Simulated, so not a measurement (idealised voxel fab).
The process module that follows is named voxel capacitor over wiring.
The width of the displayed cross-section, cut, is 225 nm; its cells are square, with a size of 5 nm.
Throughout this document, each cross-section is represented as a grid of square cells and is presented as a sequence of bands enumerated from the top downward, where a band comprises one or more rows of cells.
Quick guide to a band line: top height, bottom height (nm) up front; then every material left to right with its width in nm. Only one material and it's marked "everywhere"? Then it fills the band edge to edge. And "air" just means empty space.
Measure heights from 0. That's the level where, below it, the as-received wafer is all one material. The lowest band is bottomless and extends downward; write it as in "top 0, no bottom".
Quick explanation for "30 to 40": the width changes in equal steps down the rows of cells, from the first number in the band's top row to the second number in its bottom row.
"identical to before" after a step means that no cell of the cross-section changed.
What "Closed empty spaces" gives you is every empty space of 8 cells or more that is cut off from the top. Each appears as width x height at distance, with the distance taken from the left edge and width, height and distance all in nm.
Note: text after step settings on the step line = simulator remark on that step.
"overlay nm", when on a step's line for a step with a mask, measures how far to the right of its planned place the mask lay; a negative measure means to the left.
**Process steps (planned)**
1,RECEIVE (material Si)
2,CONFORMAL_DEP (material SiO2; thk nm 15)
3,CONFORMAL_DEP (material SiCN; thk nm 5)
4,DIRECTIONAL_DEP (material SiO2; thk nm 20)
5,PATTERN (tone open; mask id METAL_1; material resist; width nm 30; pitch nm 95; thk nm 15; overlay nm 0)
6,DIRECTIONAL_ETCH (etch materials SiO2; depth nm 20)
7,DIRECTIONAL_ETCH (etch materials SiCN; depth nm 5)
8,STRIP (etch materials resist)
9,CONFORMAL_DEP (material TiN; thk nm 5)
10,FILL_DEP (material Cu; thk nm 10)
11,CMP (height nm 40)
12,EPI (material Ru; thk nm 5)
13,FILL_DEP (material SiCN; thk nm 5)
14,DIRECTIONAL_DEP (material lowk; thk nm 15)
15,MASKED_ETCH (tone open; mask id PLUG_1; width nm 15; etch materials lowk; depth nm 15; overlay nm 0)
16,MASKED_ETCH (tone open; mask id PLUG_1; width nm 15; etch materials SiCN; depth nm 5; overlay nm 0)
17,CONFORMAL_DEP (material TiN; thk nm 5)
18,FILL_DEP (material Ru; thk nm 10)
19,CMP (height nm 65)
20,DIRECTIONAL_DEP (material TiN; thk nm 5)
21,DIRECTIONAL_DEP (material SiN; thk nm 5)
22,DIRECTIONAL_DEP (material TiN; thk nm 10)
23,PATTERN (tone cover; mask id UPPER_PLATE; material resist; width nm 70; thk nm 15; overlay nm 0)
24,DIRECTIONAL_ETCH (etch materials TiN; depth nm 10)
25,DIRECTIONAL_ETCH (etch materials SiN; depth nm 5)
26,STRIP (etch materials resist)
27,PATTERN (tone cover; mask id LOWER_PLATE; material resist; width nm 80; thk nm 20; overlay nm 0)
28,DIRECTIONAL_ETCH (etch materials TiN; depth nm 5)
29,STRIP (etch materials resist)
30,FILL_DEP (material SiO2; thk nm 20)
31,CMP (height nm 100)
32,DIRECTIONAL_DEP (material aC; thk nm 10)
33,PATTERN (tone open; mask id PLUG_2; material resist; width nm 15; thk nm 30; overlay nm 0)
34,DIRECTIONAL_ETCH (etch materials aC; depth nm 10)
35,STRIP (etch materials resist)
36,DIRECTIONAL_ETCH (etch materials SiO2; depth nm 15)
37,STRIP (etch materials aC)
38,CONFORMAL_DEP (material TiN; thk nm 5)
39,FILL_DEP (material W; thk nm 5)
40,CMP (height nm 100)
41,CONFORMAL_DEP (material SiCN; thk nm 5)
**Concerning the first of two wafers, which was run in accordance with the plan**
**As-received state of the wafer in cross-section, equivalent to post-step 1**
  top 0, no bottom | Si everywhere
  Closed empty spaces: none
**After step 2, in cross-section**
  top 15, bottom 0 | SiO2 everywhere
  Unchanged below 0.
**After step 3, in cross-section**
  top 20, bottom 15 | SiCN everywhere
  Unchanged below 15.
**After step 4, in cross-section**
  top 40, bottom 20 | SiO2 everywhere
  Unchanged below 20.
**After step 5, in cross-section**
  top 55, bottom 40 | resist=50  air=30  resist=65  air=30  resist=50
  Unchanged below 40.
**After step 6, in cross-section**
  top 55, bottom 40 | resist=50  air=30  resist=65  air=30  resist=50
  top 40, bottom 20 | SiO2=50  air=30  SiO2=65  air=30  SiO2=50
  Unchanged below 20.
**After step 7, in cross-section**
  top 55, bottom 40 | resist=50  air=30  resist=65  air=30  resist=50
  top 40, bottom 20 | SiO2=50  air=30  SiO2=65  air=30  SiO2=50
  top 20, bottom 15 | SiCN=50  air=30  SiCN=65  air=30  SiCN=50
  Unchanged below 15.
**After step 8, in cross-section**
  top 40, bottom 20 | SiO2=50  air=30  SiO2=65  air=30  SiO2=50
  Unchanged below 20.
**After step 9, in cross-section**
  top 45, bottom 40 | TiN=55  air=20  TiN=75  air=20  TiN=55
  top 40, bottom 20 | SiO2=50  TiN=5  air=20  TiN=5  SiO2=65  TiN=5  air=20  TiN=5  SiO2=50
  top 20, bottom 15 | SiCN=50  TiN=30  SiCN=65  TiN=30  SiCN=50
  Unchanged below 15.
**After step 10, in cross-section**
  top 55, bottom 45 | Cu everywhere
  top 45, bottom 40 | TiN=55  Cu=20  TiN=75  Cu=20  TiN=55
  top 40, bottom 20 | SiO2=50  TiN=5  Cu=20  TiN=5  SiO2=65  TiN=5  Cu=20  TiN=5  SiO2=50
  Unchanged below 20.
**After step 11, in cross-section**
  top 40, bottom 20 | SiO2=50  TiN=5  Cu=20  TiN=5  SiO2=65  TiN=5  Cu=20  TiN=5  SiO2=50
  Unchanged below 20.
**After step 12, in cross-section**
  top 45, bottom 40 | air=45  Ru=40  air=55  Ru=40  air=45
  Unchanged below 40.
**After step 13, in cross-section**
  top 50, bottom 45 | SiCN everywhere
  top 45, bottom 40 | SiCN=45  Ru=40  SiCN=55  Ru=40  SiCN=45
  Unchanged below 40.
**After step 14, in cross-section**
  top 65, bottom 50 | lowk everywhere
  Unchanged below 50.
**After step 15, in cross-section**
  top 65, bottom 50 | lowk=65  air=15  lowk=145
  Unchanged below 50.
**After step 16, in cross-section**
  top 65, bottom 50 | lowk=65  air=15  lowk=145
  top 50, bottom 45 | SiCN=65  air=15  SiCN=145
  Unchanged below 45.
**After step 17, in cross-section**
  top 70, bottom 65 | TiN=70  air=5  TiN=150
  top 65, bottom 50 | lowk=65  TiN=5  air=5  TiN=5  lowk=145
  top 50, bottom 45 | SiCN=65  TiN=15  SiCN=145
  Unchanged below 45.
**After step 18, in cross-section**
  top 80, bottom 70 | Ru everywhere
  top 70, bottom 65 | TiN=70  Ru=5  TiN=150
  top 65, bottom 50 | lowk=65  TiN=5  Ru=5  TiN=5  lowk=145
  Unchanged below 50.
**After step 19, in cross-section**
  top 65, bottom 50 | lowk=65  TiN=5  Ru=5  TiN=5  lowk=145
  Unchanged below 50.
**After step 20, in cross-section**
  top 70, bottom 65 | TiN everywhere
  Unchanged below 65.
**After step 21, in cross-section**
  top 75, bottom 70 | SiN everywhere
  Unchanged below 70.
**After step 22, in cross-section**
  top 85, bottom 75 | TiN everywhere
  Unchanged below 75.
**After step 23, in cross-section**
  top 100, bottom 85 | air=65  resist=70  air=90
  Unchanged below 85.
**After step 24, in cross-section**
  top 100, bottom 85 | air=65  resist=70  air=90
  top 85, bottom 75 | air=65  TiN=70  air=90
  Unchanged below 75.
**After step 25, in cross-section**
  top 100, bottom 85 | air=65  resist=70  air=90
  top 85, bottom 75 | air=65  TiN=70  air=90
  top 75, bottom 70 | air=65  SiN=70  air=90
  Unchanged below 70.
**After step 26, in cross-section**
  top 85, bottom 75 | air=65  TiN=70  air=90
  Unchanged below 75.
**After step 27, in cross-section**
  top 105, bottom 85 | air=60  resist=80  air=85
  top 85, bottom 75 | air=60  resist=5  TiN=70  resist=5  air=85
  top 75, bottom 70 | air=60  resist=5  SiN=70  resist=5  air=85
  Unchanged below 70.
**After step 28, in cross-section**
  top 105, bottom 85 | air=60  resist=80  air=85
  top 85, bottom 75 | air=60  resist=5  TiN=70  resist=5  air=85
  top 75, bottom 70 | air=60  resist=5  SiN=70  resist=5  air=85
  top 70, bottom 65 | air=60  TiN=80  air=85
  Unchanged below 65.
**After step 29, in cross-section**
  top 85, bottom 75 | air=65  TiN=70  air=90
  top 75, bottom 70 | air=65  SiN=70  air=90
  Unchanged below 70.
**After step 30, in cross-section**
  top 105, bottom 85 | SiO2 everywhere
  top 85, bottom 75 | SiO2=65  TiN=70  SiO2=90
  top 75, bottom 70 | SiO2=65  SiN=70  SiO2=90
  top 70, bottom 65 | SiO2=60  TiN=80  SiO2=85
  Unchanged below 65.
**After step 31, in cross-section**
  top 100, bottom 85 | SiO2 everywhere
  Unchanged below 85.
**After step 32, in cross-section**
  top 110, bottom 100 | aC everywhere
  Unchanged below 100.
**After step 33, in cross-section**
  top 140, bottom 110 | resist=75  air=15  resist=135
  Unchanged below 110.
**After step 34, in cross-section**
  top 130, bottom 110 | resist=75  air=15  resist=135
  top 110, bottom 100 | aC=75  air=15  aC=135
  Unchanged below 100.
**After step 35, in cross-section**
  top 110, bottom 100 | aC=75  air=15  aC=135
  Unchanged below 100.
**After step 36, in cross-section**
  top 110, bottom 100 | aC=75  air=15  aC=135
  top 100, bottom 85 | SiO2=75  air=15  SiO2=135
  Unchanged below 85.
**After step 37, in cross-section**
  top 100, bottom 85 | SiO2=75  air=15  SiO2=135
  Unchanged below 85.
**After step 38, in cross-section**
  top 105, bottom 100 | TiN=80  air=5  TiN=140
  top 100, bottom 90 | SiO2=75  TiN=5  air=5  TiN=5  SiO2=135
  top 90, bottom 85 | SiO2=75  TiN=15  SiO2=135
  Unchanged below 85.
**After step 39, in cross-section**
  top 110, bottom 105 | W everywhere
  top 105, bottom 100 | TiN=80  W=5  TiN=140
  top 100, bottom 90 | SiO2=75  TiN=5  W=5  TiN=5  SiO2=135
  Unchanged below 90.
**After step 40, in cross-section**
  top 100, bottom 90 | SiO2=75  TiN=5  W=5  TiN=5  SiO2=135
  Unchanged below 90.
**After step 41, in cross-section**
  top 105, bottom 100 | SiCN everywhere
  Unchanged below 100.
**Second wafer, same starting state and plan as the first, one mistake in the run, identical through step 4**
**Second wafer shown in cross-section at the time step 5 was slated to end**
  top 55, bottom 40 | resist=55  air=20  resist=75  air=20  resist=55
  Unchanged below 40.
**Second wafer shown in cross-section at the time step 6 was slated to end**
  top 55, bottom 40 | resist=55  air=20  resist=75  air=20  resist=55
  top 40, bottom 20 | SiO2=55  air=20  SiO2=75  air=20  SiO2=55
  Unchanged below 20.
**Second wafer shown in cross-section at the time step 7 was slated to end**
  top 55, bottom 40 | resist=55  air=20  resist=75  air=20  resist=55
  top 40, bottom 20 | SiO2=55  air=20  SiO2=75  air=20  SiO2=55
  top 20, bottom 15 | SiCN=55  air=20  SiCN=75  air=20  SiCN=55
  Unchanged below 15.
**Second wafer shown in cross-section at the time step 8 was slated to end**
  top 40, bottom 20 | SiO2=55  air=20  SiO2=75  air=20  SiO2=55
  Unchanged below 20.
**Second wafer shown in cross-section at the time step 9 was slated to end**
  top 45, bottom 40 | TiN=60  air=10  TiN=85  air=10  TiN=60
  top 40, bottom 20 | SiO2=55  TiN=5  air=10  TiN=5  SiO2=75  TiN=5  air=10  TiN=5  SiO2=55
  top 20, bottom 15 | SiCN=55  TiN=20  SiCN=75  TiN=20  SiCN=55
  Unchanged below 15.
**Second wafer shown in cross-section at the time step 10 was slated to end**
  top 55, bottom 45 | Cu everywhere
  top 45, bottom 40 | TiN=60  Cu=10  TiN=85  Cu=10  TiN=60
  top 40, bottom 20 | SiO2=55  TiN=5  Cu=10  TiN=5  SiO2=75  TiN=5  Cu=10  TiN=5  SiO2=55
  Unchanged below 20.
**Second wafer shown in cross-section at the time step 11 was slated to end**
  top 40, bottom 20 | SiO2=55  TiN=5  Cu=10  TiN=5  SiO2=75  TiN=5  Cu=10  TiN=5  SiO2=55
  Unchanged below 20.
**Second wafer shown in cross-section at the time step 12 was slated to end**
  top 45, bottom 40 | air=50  Ru=30  air=65  Ru=30  air=50
  Unchanged below 40.
**Second wafer shown in cross-section at the time step 13 was slated to end**
  top 50, bottom 45 | SiCN everywhere
  top 45, bottom 40 | SiCN=50  Ru=30  SiCN=65  Ru=30  SiCN=50
  Unchanged below 40.
**Second wafer shown in cross-section at the time step 14 was slated to end**
  top 65, bottom 50 | lowk everywhere
  Unchanged below 50.
**Second wafer shown in cross-section at the time step 15 was slated to end**
  top 65, bottom 50 | lowk=65  air=15  lowk=145
  Unchanged below 50.
**Second wafer shown in cross-section at the time step 16 was slated to end**
  top 65, bottom 50 | lowk=65  air=15  lowk=145
  top 50, bottom 45 | SiCN=65  air=15  SiCN=145
  Unchanged below 45.
**Second wafer shown in cross-section at the time step 17 was slated to end**
  top 70, bottom 65 | TiN=70  air=5  TiN=150
  top 65, bottom 50 | lowk=65  TiN=5  air=5  TiN=5  lowk=145
  top 50, bottom 45 | SiCN=65  TiN=15  SiCN=145
  Unchanged below 45.
**Second wafer shown in cross-section at the time step 18 was slated to end**
  top 80, bottom 70 | Ru everywhere
  top 70, bottom 65 | TiN=70  Ru=5  TiN=150
  top 65, bottom 50 | lowk=65  TiN=5  Ru=5  TiN=5  lowk=145
  Unchanged below 50.
**Second wafer shown in cross-section at the time step 19 was slated to end**
  top 65, bottom 50 | lowk=65  TiN=5  Ru=5  TiN=5  lowk=145
  Unchanged below 50.
**Second wafer shown in cross-section at the time step 20 was slated to end**
  top 70, bottom 65 | TiN everywhere
  Unchanged below 65.
**Second wafer shown in cross-section at the time step 21 was slated to end**
  top 75, bottom 70 | SiN everywhere
  Unchanged below 70.
**Second wafer shown in cross-section at the time step 22 was slated to end**
  top 85, bottom 75 | TiN everywhere
  Unchanged below 75.
**Second wafer shown in cross-section at the time step 23 was slated to end**
  top 100, bottom 85 | air=65  resist=70  air=90
  Unchanged below 85.
**Second wafer shown in cross-section at the time step 24 was slated to end**
  top 100, bottom 85 | air=65  resist=70  air=90
  top 85, bottom 75 | air=65  TiN=70  air=90
  Unchanged below 75.
**Second wafer shown in cross-section at the time step 25 was slated to end**
  top 100, bottom 85 | air=65  resist=70  air=90
  top 85, bottom 75 | air=65  TiN=70  air=90
  top 75, bottom 70 | air=65  SiN=70  air=90
  Unchanged below 70.
**Second wafer shown in cross-section at the time step 26 was slated to end**
  top 85, bottom 75 | air=65  TiN=70  air=90
  Unchanged below 75.
**Second wafer shown in cross-section at the time step 27 was slated to end**
  top 105, bottom 85 | air=60  resist=80  air=85
  top 85, bottom 75 | air=60  resist=5  TiN=70  resist=5  air=85
  top 75, bottom 70 | air=60  resist=5  SiN=70  resist=5  air=85
  Unchanged below 70.
**Second wafer shown in cross-section at the time step 28 was slated to end**
  top 105, bottom 85 | air=60  resist=80  air=85
  top 85, bottom 75 | air=60  resist=5  TiN=70  resist=5  air=85
  top 75, bottom 70 | air=60  resist=5  SiN=70  resist=5  air=85
  top 70, bottom 65 | air=60  TiN=80  air=85
  Unchanged below 65.
**Second wafer shown in cross-section at the time step 29 was slated to end**
  top 85, bottom 75 | air=65  TiN=70  air=90
  top 75, bottom 70 | air=65  SiN=70  air=90
  Unchanged below 70.
**Second wafer shown in cross-section at the time step 30 was slated to end**
  top 105, bottom 85 | SiO2 everywhere
  top 85, bottom 75 | SiO2=65  TiN=70  SiO2=90
  top 75, bottom 70 | SiO2=65  SiN=70  SiO2=90
  top 70, bottom 65 | SiO2=60  TiN=80  SiO2=85
  Unchanged below 65.
**Second wafer shown in cross-section at the time step 31 was slated to end**
  top 100, bottom 85 | SiO2 everywhere
  Unchanged below 85.
**Second wafer shown in cross-section at the time step 32 was slated to end**
  top 110, bottom 100 | aC everywhere
  Unchanged below 100.
**Second wafer shown in cross-section at the time step 33 was slated to end**
  top 140, bottom 110 | resist=75  air=15  resist=135
  Unchanged below 110.
**Second wafer shown in cross-section at the time step 34 was slated to end**
  top 130, bottom 110 | resist=75  air=15  resist=135
  top 110, bottom 100 | aC=75  air=15  aC=135
  Unchanged below 100.
**Second wafer shown in cross-section at the time step 35 was slated to end**
  top 110, bottom 100 | aC=75  air=15  aC=135
  Unchanged below 100.
**Second wafer shown in cross-section at the time step 36 was slated to end**
  top 110, bottom 100 | aC=75  air=15  aC=135
  top 100, bottom 85 | SiO2=75  air=15  SiO2=135
  Unchanged below 85.
**Second wafer shown in cross-section at the time step 37 was slated to end**
  top 100, bottom 85 | SiO2=75  air=15  SiO2=135
  Unchanged below 85.
**Second wafer shown in cross-section at the time step 38 was slated to end**
  top 105, bottom 100 | TiN=80  air=5  TiN=140
  top 100, bottom 90 | SiO2=75  TiN=5  air=5  TiN=5  SiO2=135
  top 90, bottom 85 | SiO2=75  TiN=15  SiO2=135
  Unchanged below 85.
**Second wafer shown in cross-section at the time step 39 was slated to end**
  top 110, bottom 105 | W everywhere
  top 105, bottom 100 | TiN=80  W=5  TiN=140
  top 100, bottom 90 | SiO2=75  TiN=5  W=5  TiN=5  SiO2=135
  Unchanged below 90.
**Second wafer shown in cross-section at the time step 40 was slated to end**
  top 100, bottom 90 | SiO2=75  TiN=5  W=5  TiN=5  SiO2=135
  Unchanged below 90.
**Second wafer shown in cross-section at the time step 41 was slated to end**
  top 105, bottom 100 | SiCN everywhere
  Unchanged below 100.
What was done differently from what was planned? step 5 ran as: PATTERN (tone open; mask id METAL_1; material resist; width nm 20; pitch nm 95; thk nm 15; overlay nm 0)
The closing comparison, in cells, has the second wafer with more or fewer of some materials than the first: 16 fewer of Cu; 4 fewer of Ru; 8 more of SiCN; 16 more of SiO2; 4 fewer of TiN
